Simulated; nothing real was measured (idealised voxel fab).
This section sets out a process module, namely voxel ribs on slabs.
Section cut is 265 nm wide and gridded with 5 nm square cells.
A cross-section in this document is a grid of square cells, and it is written down as bands, the top band listed before the ones below it; a band is made up of one or more rows of cells.
Basically the band line says how high the top is and how high the bottom is, in nm, and then what's in it from left to right, every material with its width in nm. Empty space shows up as "air", and if a single material carries "edge to edge" it runs the full band edge to edge.
Heads up on the height convention: 0 is the point under which the incoming wafer is all one material, and the lowest band has no bottom, it just keeps going down, like "0 down".
Graded width ("30..40"): value in top row of band = first number; value in bottom row = second number; row-to-row change constant.
Given "nothing got changed" for a step, no cell of the cross-section differs between before and after that step.
"Tabulated closed voids" means: voids of 8 cells or more that are shut off from the top with no open way through. Written width x height at distance, distance from the left edge, in nm.
Where a step's line continues beyond its settings, the continuation is a remark by the simulator itself on that step.
When a step includes a mask, the "overlay nm" setting on its line states how far to the right of its planned place that mask lay, and negative values state how far to the left.

Planned step list for the process
| 1 | RECEIVE,material Si |
| 2 | DIRECTIONAL_DEP,material SiO2,thk nm 20 |
| 3 | DIRECTIONAL_DEP,material polySi,thk nm 20 |
| 4 | PATTERN,tone cover,mask id RIB,material resist,width nm 30,thk nm 15,overlay nm 0 |
| 5 | DIRECTIONAL_ETCH,etch materials polySi,depth nm 5 |
| 6 | STRIP,etch materials resist |
| 7 | PATTERN,tone cover,mask id SLAB,material resist,width nm 90,thk nm 20,overlay nm 0 |
| 8 | DIRECTIONAL_ETCH,etch materials polySi,depth nm 15 |
| 9 | STRIP,etch materials resist |
| 10 | FILL_DEP,material SiO2,thk nm 30 |
| 11 | CMP,height nm 60 |
| 12 | DIRECTIONAL_DEP,material TiN,thk nm 10 |
| 13 | PATTERN,tone cover,mask id HEATER,material resist,width nm 40,thk nm 15,overlay nm 0 |
| 14 | DIRECTIONAL_ETCH,etch materials TiN,depth nm 10 |
| 15 | STRIP,etch materials resist |
| 16 | CONFORMAL_DEP,material SiN,thk nm 5 |

As-received wafer cross-section (after step 1)
- 0 down: Si edge to edge
- Tabulated closed voids: none

First of two wafers: cross-section at end of module, run per plan
- 75 to 70: air=105  SiN=50  air=110
- 70 to 65: air=105  SiN=5  TiN=40  SiN=5  air=110
- 65 to 60: SiN=110  TiN=40  SiN=115
- 60 to 40: SiO2 edge to edge
- 40 to 35: SiO2=115  polySi=30  SiO2=120
- 35 to 20: SiO2=85  polySi=90  SiO2=90
- 20 to 0: SiO2 edge to edge
- 0 down: Si edge to edge
- Tabulated closed voids: none

End-of-module cross-section of the second wafer: identical starting point and process plan to the first, with one processing mistake
- 75 to 70: air=105  SiN=50  air=110
- 70 to 65: air=105  SiN=5  TiN=40  SiN=5  air=110
- 65 to 60: SiN=110  TiN=40  SiN=115
- 60 to 20: SiO2 edge to edge
- 20 to 0: polySi edge to edge
- 0 down: Si edge to edge
- Tabulated closed voids: none
Diagnosis: steps 2 and 3 run out of order (swapped)
Final comparison by cell count, materials where the second wafer has more or fewer than the first: SiO2 -152 | polySi +152
